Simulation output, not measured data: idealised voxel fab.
You're looking at the process module voxel wiring stack.
FYI the section here is cut, 155 nm wide, cells are 5 nm squares.
Heads up, the way a cross-section reads in here is a grid of square cells, handed over as bands from the top down, with every band being one or more rows of cells.
Read a band's entry like this: the first values are the height of its top and the height of its bottom in nm, and what follows is the sequence of materials from left to right, each with its width in nm. Note that "blank" is empty space, and that a single material marked "edge to edge" reaches across the band from edge to edge.
We count height from 0. Below that, the starting wafer is all one material. The lowest band never ends at the bottom but goes on down; see "z 0 and below" for how that is written.
A width such as "30 to 40" changes by the same amount from each row of cells to the next, from the band's top row to its bottom row.
You'll sometimes find "no modifications" written for a step, and that's the way of saying that nowhere in the cross-section did a cell change during that step.
Look at "Trapped voids" for the closed voids: empty spaces with no open path to the top, sized 8 cells or up. Each is width x height at distance, distance from the left edge, all nm.
Where a step's line continues beyond its settings, the continuation is a remark by the simulator itself on that step.
You can add "overlay nm" to a step's line. For a step with a mask, it describes how far the mask lay to the right of its planned position, and a negative number describes a lay to the left.
**This section lists the process steps that were planned**
1. RECEIVE,material Si
2. CONFORMAL_DEP,material SiO2,thk nm 15
3. DIRECTIONAL_DEP,material TiN,thk nm 5
4. DIRECTIONAL_DEP,material Ru,thk nm 20
5. PATTERN,tone cover,mask id METAL_1,material resist,width nm 20,pitch nm 35,thk nm 15,overlay nm 0
6. DIRECTIONAL_ETCH,etch materials Ru,depth nm 20
7. DIRECTIONAL_ETCH,etch materials TiN,depth nm 5
8. STRIP,etch materials resist
9. CONFORMAL_DEP,material SiN,thk nm 5
10. FILL_DEP,material SiO2,thk nm 5
11. CMP,height nm 40
12. CONFORMAL_DEP,material SiCN,thk nm 5
13. DIRECTIONAL_DEP,material SiO2,thk nm 10
14. PATTERN,tone open,mask id PLUG_1,material resist,width nm 15,pitch nm 70,thk nm 15,overlay nm 0
15. DIRECTIONAL_ETCH,etch materials SiO2,depth nm 10
16. DIRECTIONAL_ETCH,etch materials SiCN,depth nm 5
17. STRIP,etch materials resist
18. CONFORMAL_DEP,material TiN,thk nm 5
19. FILL_DEP,material Cu,thk nm 5
20. CMP,height nm 55
21. CONFORMAL_DEP,material SiN,thk nm 5
22. DIRECTIONAL_DEP,material lowk,thk nm 25
23. DIRECTIONAL_DEP,material aC,thk nm 15
24. PATTERN,tone open,mask id METAL_2,material resist,width nm 20,pitch nm 35,thk nm 30,overlay nm 0
25. DIRECTIONAL_ETCH,etch materials aC,depth nm 15
26. STRIP,etch materials resist
27. DIRECTIONAL_ETCH,etch materials lowk,depth nm 15
28. DIRECTIONAL_ETCH,etch materials SiN,depth nm 5
29. STRIP,etch materials aC
30. CONFORMAL_DEP,material TiN,thk nm 5
31. FILL_DEP,material Cu,thk nm 10
32. CMP,height nm 85
33. EPI,material Ru,thk nm 5
34. FILL_DEP,material SiCN,thk nm 5
35. DIRECTIONAL_DEP,material SiO2,thk nm 20
36. PATTERN,tone open,mask id PLUG_2,material resist,width nm 15,pitch nm 35,thk nm 15,overlay nm 0
37. DIRECTIONAL_ETCH,etch materials SiO2,depth nm 20
38. DIRECTIONAL_ETCH,etch materials SiCN,depth nm 5
39. STRIP,etch materials resist
40. EPI,material Ru,thk nm 10
41. EPI,material Ru,thk nm 10
42. EPI,material Ru,thk nm 5
43. CONFORMAL_DEP,material SiN,thk nm 5
44. DIRECTIONAL_DEP,material lowk,thk nm 15
45. MASKED_ETCH,tone open,mask id METAL_3,width nm 20,pitch nm 35,etch materials lowk,depth nm 15,overlay nm 0
46. MASKED_ETCH,tone open,mask id METAL_3,width nm 20,pitch nm 35,etch materials SiN,depth nm 5,overlay nm 0
47. CONFORMAL_DEP,material TiN,thk nm 5
48. FILL_DEP,material Cu,thk nm 5
49. CMP,height nm 135
50. CONFORMAL_DEP,material SiN,thk nm 5
The value of depth nm given for step 27 in the plan refers to the first wafer; the wafers vary in this setting and are alike at the start.
**The first of several wafers in cross-section, exactly as it reached us after step 1**
- z 0 and below = Si edge to edge
- Trapped voids: none
**Take a look at the first of several wafers in cross-section: the module is done, and step 50 was its last step**
- z 140 to 135 = SiN edge to edge
- z 135 to 120 = lowk: 30 / TiN: 5 / Cu: 10 / TiN: 5 / lowk: 15 / TiN: 5 / Cu: 10 / TiN: 5 / lowk: 15 / TiN: 5 / Cu: 10 / TiN: 5 / lowk: 35
- z 120 to 115 = SiN: 30 / TiN: 20 / SiN: 15 / TiN: 20 / SiN: 15 / TiN: 20 / SiN: 35
- z 115 to 95 = SiO2: 30 / Ru: 15 / SiO2: 20 / Ru: 15 / SiO2: 20 / Ru: 15 / SiO2: 40
- z 95 to 85 = SiCN: 30 to 25 / Ru: 15 to 30 / SiCN: 20 to 5 / Ru: 15 to 30 / SiCN: 20 to 5 / Ru: 15 to 30 / SiCN: 40 to 30
- z 85 to 75 = lowk: 30 / TiN: 5 / Cu: 10 / TiN: 5 / lowk: 15 / TiN: 5 / Cu: 10 / TiN: 5 / lowk: 15 / TiN: 5 / Cu: 10 / TiN: 5 / lowk: 35
- z 75 to 70 = lowk: 30 / TiN: 20 / lowk: 15 / TiN: 20 / lowk: 15 / TiN: 20 / lowk: 35
- z 70 to 60 = lowk edge to edge
- z 60 to 55 = SiN edge to edge
- z 55 to 45 = SiO2: 30 / TiN: 5 / Cu: 5 / TiN: 5 / SiO2: 55 / TiN: 5 / Cu: 5 / TiN: 5 / SiO2: 40
- z 45 to 40 = SiCN: 30 / TiN: 15 / SiCN: 55 / TiN: 15 / SiCN: 40
- z 40 to 20 = SiO2: 25 / SiN: 5 / Ru: 20 / SiN: 5 / SiO2: 5 / SiN: 5 / Ru: 20 / SiN: 5 / SiO2: 5 / SiN: 5 / Ru: 20 / SiN: 5 / SiO2: 30
- z 20 to 15 = SiN: 30 / TiN: 20 / SiN: 15 / TiN: 20 / SiN: 15 / TiN: 20 / SiN: 35
- z 15 to 0 = SiO2 edge to edge
- z 0 and below = Si edge to edge
- Trapped voids: none
**last wafer at the end**
- z 140 to 135 = SiN edge to edge
- z 135 to 120 = lowk: 30 / TiN: 5 / Cu: 10 / TiN: 5 / lowk: 15 / TiN: 5 / Cu: 10 / TiN: 5 / lowk: 15 / TiN: 5 / Cu: 10 / TiN: 5 / lowk: 35
- z 120 to 115 = SiN: 30 / TiN: 20 / SiN: 15 / TiN: 20 / SiN: 15 / TiN: 20 / SiN: 35
- z 115 to 95 = SiO2: 30 / Ru: 15 / SiO2: 20 / Ru: 15 / SiO2: 20 / Ru: 15 / SiO2: 40
- z 95 to 85 = SiCN: 30 to 25 / Ru: 15 to 30 / SiCN: 20 to 5 / Ru: 15 to 30 / SiCN: 20 to 5 / Ru: 15 to 30 / SiCN: 40 to 30
- z 85 to 60 = lowk: 30 / TiN: 5 / Cu: 10 / TiN: 5 / lowk: 15 / TiN: 5 / Cu: 10 / TiN: 5 / lowk: 15 / TiN: 5 / Cu: 10 / TiN: 5 / lowk: 35
- z 60 to 55 = SiN: 30 / TiN: 20 / SiN: 15 / TiN: 20 / SiN: 15 / TiN: 20 / SiN: 35
- z 55 to 45 = SiO2: 30 / TiN: 5 / Cu: 5 / TiN: 5 / SiO2: 55 / TiN: 5 / Cu: 5 / TiN: 5 / SiO2: 40
- z 45 to 40 = SiCN: 30 / TiN: 15 / SiCN: 55 / TiN: 15 / SiCN: 40
- z 40 to 20 = SiO2: 25 / SiN: 5 / Ru: 20 / SiN: 5 / SiO2: 5 / SiN: 5 / Ru: 20 / SiN: 5 / SiO2: 5 / SiN: 5 / Ru: 20 / SiN: 5 / SiO2: 30
- z 20 to 15 = SiN: 30 / TiN: 20 / SiN: 15 / TiN: 20 / SiN: 15 / TiN: 20 / SiN: 35
- z 15 to 0 = SiO2 edge to edge
- z 0 and below = Si edge to edge
- Trapped voids: none
**wafer rows; end of module; cells per material since receipt: (+) gained, (-) lost; then closed voids**
depth nm 15, +34 Cu, +111 Ru, +60 SiCN, +124 SiN, +283 SiO2, +80 TiN, +176 lowk, Trapped voids: none
depth nm 20, +40 Cu, +111 Ru, +60 SiCN, +124 SiN, +283 SiO2, +86 TiN, +164 lowk, Trapped voids: none
depth nm 25, +52 Cu, +111 Ru, +60 SiCN, +112 SiN, +283 SiO2, +98 TiN, +152 lowk, Trapped voids: none
depth nm 30, +52 Cu, +111 Ru, +60 SiCN, +112 SiN, +283 SiO2, +98 TiN, +152 lowk, Trapped voids: none
depth nm 35, +52 Cu, +111 Ru, +60 SiCN, +112 SiN, +283 SiO2, +98 TiN, +152 lowk, Trapped voids: none
depth nm 40, +52 Cu, +111 Ru, +60 SiCN, +112 SiN, +283 SiO2, +98 TiN, +152 lowk, Trapped voids: none
